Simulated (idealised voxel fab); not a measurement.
This section sets out a process module, namely voxel wiring stack.
The width of the displayed cross-section, cut, is 190 nm; its cells are square, with a size of 5 nm.
A cross-section in this document is a grid of square cells, and it is written down as bands, the top band listed before the ones below it; a band is made up of one or more rows of cells.
Per band: top height and bottom height in nm, followed by the left-to-right materials and their widths in nm; "edge to edge" marks a single material spanning edge to edge, "empty" marks empty space.
It should be noted that heights are counted from 0, beneath which the wafer as supplied is of one material throughout, and that the lowest band possesses no lower boundary but continues downward, as written in "0 and below".
With a width like "30..40", each row of cells in the band differs from the next by the same amount, the top row carrying the first number and the bottom row the second.
When a step is marked "same as before", none of the cells in the cross-section changed during that step.
Under "Cavities, closed" you'll find the enclosed gaps, the ones with no way out to the top, that are 8 cells or bigger; each reads width x height at distance, with distance counted from the left edge, everything in nm.
Read whatever lies past the settings on a step's line as the simulator's own remark about the step.
overlay nm: mask right of planned place by this much (step with mask). Neg. = left.
This section lists the process steps that were planned
| 1 | RECEIVE [material Si] |
| 2 | CONFORMAL_DEP [material SiO2] [thk nm 10] |
| 3 | CONFORMAL_DEP [material SiCN] [thk nm 5] |
| 4 | DIRECTIONAL_DEP [material lowk] [thk nm 25] |
| 5 | DIRECTIONAL_DEP [material aC] [thk nm 15] |
| 6 | PATTERN [tone open] [mask id METAL_1] [material resist] [width nm 20] [pitch nm 40] [thk nm 35] [overlay nm 0] |
| 7 | DIRECTIONAL_ETCH [etch materials aC] [depth nm 15] |
| 8 | STRIP [etch materials resist] |
| 9 | DIRECTIONAL_ETCH [etch materials lowk] [depth nm 25] |
| 10 | DIRECTIONAL_ETCH [etch materials SiCN] [depth nm 5] |
| 11 | STRIP [etch materials aC] |
| 12 | CONFORMAL_DEP [material TiN] [thk nm 5] |
| 13 | FILL_DEP [material Ru] [thk nm 5] |
| 14 | CMP [height nm 40] |
| 15 | CONFORMAL_DEP [material SiCN] [thk nm 5] |
| 16 | DIRECTIONAL_DEP [material lowk] [thk nm 15] |
| 17 | DIRECTIONAL_DEP [material aC] [thk nm 15] |
| 18 | PATTERN [tone open] [mask id PLUG_1] [material resist] [width nm 15] [pitch nm 40] [thk nm 35] [overlay nm 0] |
| 19 | DIRECTIONAL_ETCH [etch materials aC] [depth nm 15] |
| 20 | STRIP [etch materials resist] |
| 21 | DIRECTIONAL_ETCH [etch materials lowk] [depth nm 15] |
| 22 | DIRECTIONAL_ETCH [etch materials SiCN] [depth nm 5] |
| 23 | STRIP [etch materials aC] |
| 24 | EPI [material Ru] [thk nm 10] |
| 25 | EPI [material Ru] [thk nm 10] |
| 26 | CONFORMAL_DEP [material SiN] [thk nm 5] |
| 27 | DIRECTIONAL_DEP [material SiO2] [thk nm 15] |
| 28 | MASKED_ETCH [tone open] [mask id METAL_2] [width nm 20] [pitch nm 40] [etch materials SiO2] [depth nm 15] [overlay nm 0] |
| 29 | MASKED_ETCH [tone open] [mask id METAL_2] [width nm 20] [pitch nm 40] [etch materials SiN] [depth nm 5] [overlay nm 0] |
| 30 | CONFORMAL_DEP [material TiN] [thk nm 5] |
| 31 | FILL_DEP [material W] [thk nm 10] |
| 32 | CMP [height nm 80] |
| 33 | CONFORMAL_DEP [material SiN] [thk nm 5] |
Cross-section of the wafer upon arrival, representing the state reached after step 1
0 and below = Si edge to edge
Cavities, closed: none
Looking at the first of two wafers in cross-section at end of module - ran to plan
85 down to 80 = SiN edge to edge
80 down to 65 = 25 of SiO2; 5 of TiN; 10 of W; 5 of TiN; 20 of SiO2; 5 of TiN; 10 of W; 5 of TiN; 20 of SiO2; 5 of TiN; 10 of W; 5 of TiN; 20 of SiO2; 5 of TiN; 10 of W; 5 of TiN; 25 of SiO2
65 down to 60 = 25 of SiN; 20 of TiN; 20 of SiN; 20 of TiN; 20 of SiN; 20 of TiN; 20 of SiN; 20 of TiN; 25 of SiN
60 down to 45 = 25 of lowk; 15 of Ru; 25 of lowk; 15 of Ru; 25 of lowk; 15 of Ru; 25 of lowk; 15 of Ru; 30 of lowk
45 down to 40 = 25 of SiCN; 15 of Ru; 25 of SiCN; 15 of Ru; 25 of SiCN; 15 of Ru; 25 of SiCN; 15 of Ru; 30 of SiCN
40 down to 15 = 25 of lowk; 5 of TiN; 10 of Ru; 5 of TiN; 20 of lowk; 5 of TiN; 10 of Ru; 5 of TiN; 20 of lowk; 5 of TiN; 10 of Ru; 5 of TiN; 20 of lowk; 5 of TiN; 10 of Ru; 5 of TiN; 25 of lowk
15 down to 10 = 25 of SiCN; 20 of TiN; 20 of SiCN; 20 of TiN; 20 of SiCN; 20 of TiN; 20 of SiCN; 20 of TiN; 25 of SiCN
10 down to 0 = SiO2 edge to edge
0 and below = Si edge to edge
Cavities, closed: none
Wafer two, end of module, cross-section. Same start, same plan as wafer one. One mistake in the run
95 down to 90 = SiN edge to edge
90 down to 85 = W edge to edge
85 down to 80 = 30 of TiN; 10 of W; 30 of TiN; 10 of W; 30 of TiN; 10 of W; 30 of TiN; 10 of W; 30 of TiN
80 down to 65 = 25 of SiO2; 5 of TiN; 10 of W; 5 of TiN; 20 of SiO2; 5 of TiN; 10 of W; 5 of TiN; 20 of SiO2; 5 of TiN; 10 of W; 5 of TiN; 20 of SiO2; 5 of TiN; 10 of W; 5 of TiN; 25 of SiO2
65 down to 60 = 25 of SiN; 20 of TiN; 20 of SiN; 20 of TiN; 20 of SiN; 20 of TiN; 20 of SiN; 20 of TiN; 25 of SiN
60 down to 45 = 25 of lowk; 15 of Ru; 25 of lowk; 15 of Ru; 25 of lowk; 15 of Ru; 25 of lowk; 15 of Ru; 30 of lowk
45 down to 40 = 25 of SiCN; 15 of Ru; 25 of SiCN; 15 of Ru; 25 of SiCN; 15 of Ru; 25 of SiCN; 15 of Ru; 30 of SiCN
40 down to 15 = 25 of lowk; 5 of TiN; 10 of Ru; 5 of TiN; 20 of lowk; 5 of TiN; 10 of Ru; 5 of TiN; 20 of lowk; 5 of TiN; 10 of Ru; 5 of TiN; 20 of lowk; 5 of TiN; 10 of Ru; 5 of TiN; 25 of lowk
15 down to 10 = 25 of SiCN; 20 of TiN; 20 of SiCN; 20 of TiN; 20 of SiCN; 20 of TiN; 20 of SiCN; 20 of TiN; 25 of SiCN
10 down to 0 = SiO2 edge to edge
0 and below = Si edge to edge
Cavities, closed: none
What broke from the plan during processing? step 32: run off-plan, actual operation and settings CMP [height nm 90]
Per the end-of-run cell counts, the second wafer holds more or fewer of some materials than the first: TiN: 30 more; W: 46 more
